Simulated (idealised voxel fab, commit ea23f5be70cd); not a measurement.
process module | voxel released beams
cross-section cut | 180 nm wide | cells 5 nm
A cross-section is a grid of square cells, given in bands from the top down. A band is one or more rows of cells.
Each band's line starts with the height of the band's top and of its bottom, in nm. Then come its materials from left to right, each with its width in nm. One material with "throughout" fills the band from edge to edge. "air" is empty space.
Height 0 is the level under which the wafer as received is all one material. The lowest band goes on downwards, as in "0 down".
A width such as "30 to 40" changes by the same amount from each row of cells to the next, from the band's top row to its bottom row.
"no change" after a step means that no cell of the cross-section changed.
closed voids: empty space of 8 cells or more with no open way to the top, each as width x height at its distance from the left edge, in nm
after a step's settings: what the simulator itself notes on the step
overlay nm, on a step with a mask: how far to the right of its planned place the mask lay; to the left if negative
plan
1 op RECEIVE | material Si
2 op CONFORMAL_DEP | material SiN | thk nm 10
3 op DIRECTIONAL_DEP | material SiO2 | thk nm 15
4 op PATTERN | tone open | mask id ANCHOR | material resist | width nm 35 | thk nm 20 | overlay nm 0
5 op DIRECTIONAL_ETCH | etch materials SiO2 | depth nm 15
6 op STRIP | etch materials resist
7 op CONFORMAL_DEP | material polySi | thk nm 10
8 op PATTERN | tone cover | mask id BEAM | material resist | width nm 110 | thk nm 15 | overlay nm 0
9 op DIRECTIONAL_ETCH | etch materials polySi | depth nm 10
10 op STRIP | etch materials resist
11 op STRIP | etch materials SiO2
as received, after step 1
  0 down: Si throughout
  closed voids: none
first wafer at the end, as planned
  35 to 25: air 30 | polySi 15 | air 15 | polySi 80 | air 40
  25 to 20: air 35 | polySi 10 | air 15 | polySi 10 | air 110
  20 to 10: air 35 | polySi 35 | air 110
  10 to 0: SiN throughout
  0 down: Si throughout
  closed voids: none
second wafer at the end: like start, like plan, one mistake
  35 to 25: air 30 | polySi 5 | air 15 | polySi 90 | air 40
  25 to 20: air 25 | polySi 10 | air 15 | polySi 10 | air 120
  20 to 10: air 25 | polySi 35 | air 120
  10 to 0: SiN throughout
  0 down: Si throughout
  closed voids: none
what went wrong: step 4 ran as: op PATTERN | tone open | mask id ANCHOR | material resist | width nm 35 | thk nm 20 | overlay nm -10
at the end the second wafer has, in cells: as many of each material as the first, in other places
